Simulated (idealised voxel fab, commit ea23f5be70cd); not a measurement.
A process module follows: voxel fin reveal.
FYI the section here is cut, 175 nm wide, cells are 5 nm squares.
In what follows, cross-sections appear as grids of square cells, described through bands that run from the top down, where every band is one or more rows of cells. Quick guide to a band line: top height, bottom height (nm) up front; then every material left to right with its width in nm. Only one material and it's marked "edge to edge"? Then it fills the band edge to edge. And "air" just means empty space. Beneath 0, the wafer as received is one material, and that level is where height counting begins. The lowest band goes on downward without a bottom; it is written like "0 nm and below". It should be noted that a width expressed as "30->40" varies in equal increments from row to row of cells within the band, taking the value of the first number at the top row and that of the second number at the bottom row. It should be understood that the words "nothing changed", when stated for a given step, signify that the cross-section underwent no change in any of its cells during that step. Voids not open to the top, 8 cells minimum: see "closed voids". Written width x height at distance; distance is from the left edge; nm. That trailing text on a step's line, after the settings, is the simulator's own remark on the step. overlay nm, on a step with a mask: how far to the right of its planned place the mask lay; to the left if negative.
Process steps foreseen in the plan:
1,RECEIVE | material Si
2,CONFORMAL_DEP | material SiN | thk nm 10
3,MASKED_ETCH | tone cover | mask id FINS | width nm 15 | pitch nm 35 | etch materials SiN | depth nm 10 | overlay nm 0
4,MASKED_ETCH | tone cover | mask id FINS | width nm 15 | pitch nm 35 | etch materials Si | depth nm 35 | overlay nm 0
5,OXIDIZE | depth nm 5
6,FILL_DEP | material SiO2 | thk nm 15
7,CMP | height nm 10
8,SELECTIVE_ETCH | etch materials SiO2 | depth nm 30
9,STRIP | etch materials SiN
The cross-section here shows the wafer as received, i.e. in its state after step 1:
  0 nm and below  Si edge to edge
  closed voids: none
Here's the cross-section of the first of our two wafers at the end of the module - it ran as planned:
  0 nm to -20 nm  air 65 / Si 5 / air 30 / Si 5 / air 70
  -20 nm to -40 nm  SiO2 65 / Si 5 / SiO2 30 / Si 5 / SiO2 70
  -40 nm and below  Si edge to edge
  closed voids: none
So this is wafer number two of the two, cut at the end of the module - it started where the first did and had the same plan, we just got one thing wrong running it:
  -5 nm to -20 nm  air 65 / Si 5 / air 30 / Si 5 / air 70
  -20 nm to -40 nm  SiO2 65 / Si 5 / SiO2 30 / Si 5 / SiO2 70
  -40 nm and below  Si edge to edge
  closed voids: none
what went wrong: step 2 in the plan did not get run; it was skipped
FYI, end of process, the second wafer has more or fewer cells of some materials than the first: Si: 2 fewer
